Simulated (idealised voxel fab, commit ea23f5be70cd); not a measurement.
Proc. module: voxel transistor to metal
The cross-section on display is named cut; it measures 285 nm wide, and its cells are 5 nm squares.
For the purposes of this document, a cross-section shall be understood as a grid of square cells, specified as bands listed in top-to-bottom order, each band consisting of one or more rows of cells. Per band: top height and bottom height in nm, followed by the left-to-right materials and their widths in nm; "throughout" marks a single material spanning edge to edge, "empty" marks empty space. Heights from 0 (as-received wafer is one material below). Bottom band endless downward, as "0 down". A width such as "30->40" changes by the same amount from each row of cells to the next, from the band's top row to its bottom row. No cell of the cross-section changed in a step that is given as "remained the same". So "Sealed void inventory" is basically the list of trapped voids: any empty space of 8 cells or more that can't reach the top through an opening. They're written width x height at distance, the distance being from the left edge, and it's all nm. Formally, on a step line, whatever follows the settings is a remark that the simulator itself makes on the step. What "overlay nm" on a step's line means: if the step has a mask, that mask lay this far to the right of its planned place, or, when the value is negative, to the left.

So here's the lineup of process steps we planned
1. RECEIVE,material Si
2. OXIDIZE,depth nm 5
3. CONFORMAL_DEP,material SiN,thk nm 10
4. DIRECTIONAL_DEP,material aC,thk nm 15
5. PATTERN,tone cover,mask id ACTIVE,material resist,width nm 105,pitch nm 130,thk nm 30,overlay nm 0
6. DIRECTIONAL_ETCH,etch materials aC,depth nm 15
7. STRIP,etch materials resist
8. DIRECTIONAL_ETCH,etch materials SiN,depth nm 10
9. DIRECTIONAL_ETCH,etch materials SiO2,depth nm 5
10. DIRECTIONAL_ETCH,etch materials Si,depth nm 20
11. STRIP,etch materials aC
12. FILL_DEP,material SiO2,thk nm 5
13. CMP,height nm 10
14. SELECTIVE_ETCH,etch materials SiO2,depth nm 10
15. STRIP,etch materials SiN
16. SELECTIVE_ETCH,etch materials SiO2,depth nm 5
17. OXIDIZE,depth nm 5
18. DIRECTIONAL_DEP,material polySi,thk nm 20
19. DIRECTIONAL_DEP,material SiCN,thk nm 10
20. PATTERN,tone cover,mask id GATE,material resist,width nm 35,pitch nm 130,thk nm 15,overlay nm 0
21. DIRECTIONAL_ETCH,etch materials SiCN,depth nm 20
22. DIRECTIONAL_ETCH,etch materials polySi,depth nm 30
23. STRIP,etch materials resist
24. CONFORMAL_DEP,material SiN,thk nm 10
25. DIRECTIONAL_ETCH,etch materials SiN,depth nm 10
26. DIRECTIONAL_ETCH,etch materials SiO2,depth nm 5
27. DIRECTIONAL_ETCH,etch materials Si,depth nm 10
28. EPI,material pSi,thk nm 15
29. FILL_DEP,material SiO2,thk nm 5
30. CMP,height nm 15
31. STRIP,etch materials polySi
32. SELECTIVE_ETCH,etch materials SiO2,depth nm 5
33. CONFORMAL_DEP,material HfO2,thk nm 5
34. CONFORMAL_DEP,material TiN,thk nm 5
35. FILL_DEP,material W,thk nm 10
36. CMP,height nm 10
37. DIRECTIONAL_DEP,material SiO2,thk nm 10
38. MASKED_ETCH,tone open,mask id CONTACT,width nm 15,etch materials SiO2,depth nm 25,overlay nm 0
39. CONFORMAL_DEP,material TiN,thk nm 5
40. FILL_DEP,material W,thk nm 10
41. CMP,height nm 20
42. DIRECTIONAL_DEP,material TiN,thk nm 5
43. DIRECTIONAL_DEP,material W,thk nm 25
44. PATTERN,tone cover,mask id METAL_1,material resist,width nm 15,thk nm 15,overlay nm 0
45. DIRECTIONAL_ETCH,etch materials W,depth nm 25
46. DIRECTIONAL_ETCH,etch materials TiN,depth nm 5
47. STRIP,etch materials resist
48. CONFORMAL_DEP,material SiN,thk nm 5
49. FILL_DEP,material lowk,thk nm 5
50. CMP,height nm 50
51. CONFORMAL_DEP,material SiCN,thk nm 5
52. DIRECTIONAL_DEP,material lowk,thk nm 25
53. DIRECTIONAL_DEP,material aC,thk nm 10
54. PATTERN,tone open,mask id METAL_2,material resist,width nm 15,pitch nm 130,thk nm 25,overlay nm 0
55. DIRECTIONAL_ETCH,etch materials aC,depth nm 10
56. STRIP,etch materials resist
57. DIRECTIONAL_ETCH,etch materials lowk,depth nm 15
58. STRIP,etch materials aC
59. DIRECTIONAL_DEP,material aC,thk nm 15
60. PATTERN,tone open,mask id METAL_2_HOLES,material resist,width nm 15,pitch nm 130,thk nm 35,overlay nm 0
61. DIRECTIONAL_ETCH,etch materials aC,depth nm 15
62. STRIP,etch materials resist
63. DIRECTIONAL_ETCH,etch materials lowk,depth nm 10
64. DIRECTIONAL_ETCH,etch materials SiCN,depth nm 5
65. STRIP,etch materials aC
66. CONFORMAL_DEP,material TiN,thk nm 5
67. FILL_DEP,material Cu,thk nm 10
68. CMP,height nm 80
69. CONFORMAL_DEP,material SiCN,thk nm 5

Cross-section of the wafer at receipt, which is the condition after step 1
* 0 down = Si throughout
* Sealed void inventory: none

As-planned run: cross-section of the first of two wafers at end of module
* 85 to 80 = SiCN throughout
* 80 to 55 = 30 of lowk, 5 of TiN, 5 of Cu, 5 of TiN, 115 of lowk, 5 of TiN, 5 of Cu, 5 of TiN, 110 of lowk
* 55 to 50 = 30 of SiCN, 15 of TiN, 115 of SiCN, 15 of TiN, 110 of SiCN
* 50 to 25 = 25 of lowk, 5 of SiN, 15 of W, 5 of SiN, 55 of lowk, 5 of SiN, 15 of W, 5 of SiN, 25 of lowk, 5 of SiN, 15 of W, 5 of SiN, 55 of lowk, 5 of SiN, 15 of W, 5 of SiN, 25 of lowk
* 25 to 20 = 30 of SiN, 15 of TiN, 65 of SiN, 15 of TiN, 35 of SiN, 15 of TiN, 65 of SiN, 15 of TiN, 30 of SiN
* 20 to 10 = 30 of SiO2, 5 of TiN, 5 of W, 5 of TiN, 65 of SiO2, 5 of TiN, 5 of W, 5 of TiN, 35 of SiO2, 5 of TiN, 5 of W, 5 of TiN, 65 of SiO2, 5 of TiN, 5 of W, 5 of TiN, 30 of SiO2
* 10 to 5 = 30 of SiO2, 15 of TiN, 5 of SiO2, 10 of SiN, 5 of HfO2, 5 of TiN, 15 of W, 5 of TiN, 5 of HfO2, 10 of SiN, 5 of SiO2, 15 of TiN, 35 of SiO2, 15 of TiN, 5 of SiO2, 10 of SiN, 5 of HfO2, 5 of TiN, 15 of W, 5 of TiN, 5 of HfO2, 10 of SiN, 5 of SiO2, 15 of TiN, 30 of SiO2
* 5 to 0 = 30 of SiO2, 5 of TiN, 15 of pSi, 10 of SiN, 5 of HfO2, 5 of TiN, 15 of W, 5 of TiN, 5 of HfO2, 10 of SiN, 15 of pSi, 5 of TiN, 35 of SiO2, 5 of TiN, 15 of pSi, 10 of SiN, 5 of HfO2, 5 of TiN, 15 of W, 5 of TiN, 5 of HfO2, 10 of SiN, 15 of pSi, 5 of TiN, 30 of SiO2
* 0 to -5 = 30 of SiO2, 5 of TiN, 15 of pSi, 10 of SiN, 5 of HfO2, 25 of TiN, 5 of HfO2, 10 of SiN, 15 of pSi, 5 of TiN, 35 of SiO2, 5 of TiN, 15 of pSi, 10 of SiN, 5 of HfO2, 25 of TiN, 5 of HfO2, 10 of SiN, 15 of pSi, 5 of TiN, 30 of SiO2
* -5 to -10 = 20 of SiO2, 30 of pSi, 5 of SiO2, 45 of HfO2, 5 of SiO2, 30 of pSi, 15 of SiO2, 30 of pSi, 5 of SiO2, 45 of HfO2, 5 of SiO2, 30 of pSi, 20 of SiO2
* -10 to -20 = 25 of SiO2, 25 of pSi, 55 of Si, 25 of pSi, 25 of SiO2, 25 of pSi, 55 of Si, 25 of pSi, 25 of SiO2
* -20 to -25 = 25 of SiO2, 105 of Si, 25 of SiO2, 105 of Si, 25 of SiO2
* -25 down = Si throughout
* Sealed void inventory: none

Cross-section, second wafer: same start as the first, same plan as the first, one mistake in running it; taken at the end of the module
* 85 to 80 = SiCN throughout
* 80 to 55 = 30 of lowk, 5 of TiN, 5 of Cu, 5 of TiN, 115 of lowk, 5 of TiN, 5 of Cu, 5 of TiN, 110 of lowk
* 55 to 50 = 30 of SiCN, 15 of TiN, 115 of SiCN, 15 of TiN, 110 of SiCN
* 50 to 25 = 20 of lowk, 5 of SiN, 25 of W, 5 of SiN, 45 of lowk, 5 of SiN, 25 of W, 5 of SiN, 15 of lowk, 5 of SiN, 25 of W, 5 of SiN, 45 of lowk, 5 of SiN, 25 of W, 5 of SiN, 20 of lowk
* 25 to 20 = 25 of SiN, 25 of TiN, 55 of SiN, 25 of TiN, 25 of SiN, 25 of TiN, 55 of SiN, 25 of TiN, 25 of SiN
* 20 to 10 = 30 of SiO2, 5 of TiN, 5 of W, 5 of TiN, 65 of SiO2, 5 of TiN, 5 of W, 5 of TiN, 35 of SiO2, 5 of TiN, 5 of W, 5 of TiN, 65 of SiO2, 5 of TiN, 5 of W, 5 of TiN, 30 of SiO2
* 10 to 5 = 30 of SiO2, 15 of TiN, 5 of SiO2, 10 of SiN, 5 of HfO2, 5 of TiN, 15 of W, 5 of TiN, 5 of HfO2, 10 of SiN, 5 of SiO2, 15 of TiN, 35 of SiO2, 15 of TiN, 5 of SiO2, 10 of SiN, 5 of HfO2, 5 of TiN, 15 of W, 5 of TiN, 5 of HfO2, 10 of SiN, 5 of SiO2, 15 of TiN, 30 of SiO2
* 5 to 0 = 30 of SiO2, 5 of TiN, 15 of pSi, 10 of SiN, 5 of HfO2, 5 of TiN, 15 of W, 5 of TiN, 5 of HfO2, 10 of SiN, 15 of pSi, 5 of TiN, 35 of SiO2, 5 of TiN, 15 of pSi, 10 of SiN, 5 of HfO2, 5 of TiN, 15 of W, 5 of TiN, 5 of HfO2, 10 of SiN, 15 of pSi, 5 of TiN, 30 of SiO2
* 0 to -5 = 30 of SiO2, 5 of TiN, 15 of pSi, 10 of SiN, 5 of HfO2, 25 of TiN, 5 of HfO2, 10 of SiN, 15 of pSi, 5 of TiN, 35 of SiO2, 5 of TiN, 15 of pSi, 10 of SiN, 5 of HfO2, 25 of TiN, 5 of HfO2, 10 of SiN, 15 of pSi, 5 of TiN, 30 of SiO2
* -5 to -10 = 20 of SiO2, 30 of pSi, 5 of SiO2, 45 of HfO2, 5 of SiO2, 30 of pSi, 15 of SiO2, 30 of pSi, 5 of SiO2, 45 of HfO2, 5 of SiO2, 30 of pSi, 20 of SiO2
* -10 to -20 = 25 of SiO2, 25 of pSi, 55 of Si, 25 of pSi, 25 of SiO2, 25 of pSi, 55 of Si, 25 of pSi, 25 of SiO2
* -20 to -25 = 25 of SiO2, 105 of Si, 25 of SiO2, 105 of Si, 25 of SiO2
* -25 down = Si throughout
* Sealed void inventory: none
Against the plan, the run slipped here: heads up, step 44 didn't go per plan, it actually ran as PATTERN,tone cover,mask id METAL_1,material resist,width nm 25,thk nm 15,overlay nm 0
Per the end-of-run cell counts, the second wafer holds more or fewer of some materials than the first: -8 SiN | +8 TiN | +40 W | -40 lowk
